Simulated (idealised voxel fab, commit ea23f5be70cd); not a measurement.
The process module that follows is named voxel self aligned vias.
Section shown: cut. Width: 185 nm. Cell size: 5 nm, square.
When this document writes out a cross-section, it uses a grid of square cells and lists it as bands, beginning at the top and moving down, with a band standing for one or more rows of cells.
Band entry format. Leading values: height of top, height of bottom, nm. Remainder: materials in left-to-right order, each with its width in nm. Special words: "full width" on a single material, which then fills the band edge to edge; "empty", empty space.
Heads up on the height convention: 0 is the point under which the incoming wafer is all one material, and the lowest band has no bottom, it just keeps going down, like "z 0 and below".
A width such as "30..40" changes by the same amount from each row of cells to the next, from the band's top row to its bottom row.
Reading "no modifications" for a step: not a cell of the cross-section changed in it.
Closed-off voids of 8+ cells (no open route to the top) go in "Sealed internal voids", written width x height at distance from the left edge, in nm.
Where a step's line continues beyond its settings, the continuation is a remark by the simulator itself on that step.
overlay nm, on a step with a mask: how far to the right of its planned place the mask lay; to the left if negative

PLANNED STEP LIST FOR THE PROCESS
1 RECEIVE with material Si
2 CONFORMAL_DEP with material SiO2, thk nm 10
3 CONFORMAL_DEP with material SiCN, thk nm 5
4 DIRECTIONAL_DEP with material SiO2, thk nm 30
5 DIRECTIONAL_DEP with material aC, thk nm 10
6 PATTERN with tone open, mask id LINES, material resist, width nm 20, pitch nm 70, thk nm 30, overlay nm 0
7 DIRECTIONAL_ETCH with etch materials aC, depth nm 10
8 STRIP with etch materials resist
9 DIRECTIONAL_ETCH with etch materials SiO2, depth nm 30
10 STRIP with etch materials aC
11 CONFORMAL_DEP with material TiN, thk nm 5
12 FILL_DEP with material W, thk nm 10
13 CMP with height nm 45
14 SELECTIVE_ETCH with etch materials W Ru TiN, depth nm 10
15 FILL_DEP with material SiN, thk nm 10
16 CMP with height nm 45
17 DIRECTIONAL_DEP with material SiO2, thk nm 20
18 MASKED_ETCH with tone open, mask id VIAS, width nm 40, pitch nm 70, etch materials SiO2, depth nm 20, overlay nm 0
19 MASKED_ETCH with tone open, mask id VIAS, width nm 40, pitch nm 70, etch materials SiN, depth nm 10, overlay nm 0
20 CONFORMAL_DEP with material TiN, thk nm 5
21 FILL_DEP with material Cu, thk nm 10
22 CMP with height nm 65
23 CONFORMAL_DEP with material SiCN, thk nm 5

RECEIVED-STATE CROSS-SECTION, REFLECTING COMPLETION OF STEP 1
- z 0 and below = Si full width
- Sealed internal voids: none

CROSS-SECTION TAKEN AT MODULE COMPLETION ON THE FIRST OF TWO WAFERS; PROCESSED PER THE PLAN
- z 70 to 65 = SiCN full width
- z 65 to 50 = SiO2 (35) | TiN (5) | Cu (30) | TiN (5) | SiO2 (30) | TiN (5) | Cu (30) | TiN (5) | SiO2 (40)
- z 50 to 40 = SiO2 (35..45) | TiN (15..5) | Cu (10) | TiN (15..5) | SiO2 (30..50) | TiN (15..5) | Cu (10) | TiN (15..5) | SiO2 (40..50)
- z 40 to 35 = SiO2 (45) | TiN (20) | SiO2 (50) | TiN (20) | SiO2 (50)
- z 35 to 20 = SiO2 (45) | TiN (5) | W (10) | TiN (5) | SiO2 (50) | TiN (5) | W (10) | TiN (5) | SiO2 (50)
- z 20 to 15 = SiO2 (45) | TiN (20) | SiO2 (50) | TiN (20) | SiO2 (50)
- z 15 to 10 = SiCN full width
- z 10 to 0 = SiO2 full width
- z 0 and below = Si full width
- Sealed internal voids: none

SECOND WAFER THROUGH THE MODULE, SECTIONED AT THE END: SAME BEGINNING AND SAME PLAN AS THE FIRST WAFER, WITH ONE MISTAKE IN CARRYING IT OUT
- z 70 to 65 = SiCN full width
- z 65 to 50 = Cu (30) | TiN (5) | SiO2 (40) | TiN (5) | Cu (20) | TiN (5) | SiO2 (40) | TiN (5) | Cu (35)
- z 50 to 45 = TiN (35) | SiO2 (40) | TiN (30) | SiO2 (40) | TiN (40)
- z 45 to 35 = SiO2 (45) | SiN (20) | SiO2 (50) | SiN (20) | SiO2 (50)
- z 35 to 20 = SiO2 (45) | TiN (5) | W (10) | TiN (5) | SiO2 (50) | TiN (5) | W (10) | TiN (5) | SiO2 (50)
- z 20 to 15 = SiO2 (45) | TiN (20) | SiO2 (50) | TiN (20) | SiO2 (50)
- z 15 to 10 = SiCN full width
- z 10 to 0 = SiO2 full width
- z 0 and below = Si full width
- Sealed internal voids: none
Nonconformance to the process plan: step 18 ran differently from the plan; actual operation with settings: MASKED_ETCH with tone cover, mask id VIAS, width nm 40, pitch nm 70, etch materials SiO2, depth nm 20, overlay nm 0
Looking at both finished wafers in cells, the second ends up ahead of or behind the first on some materials: 7 more of Cu; 16 more of SiN; 20 fewer of SiO2; 3 fewer of TiN
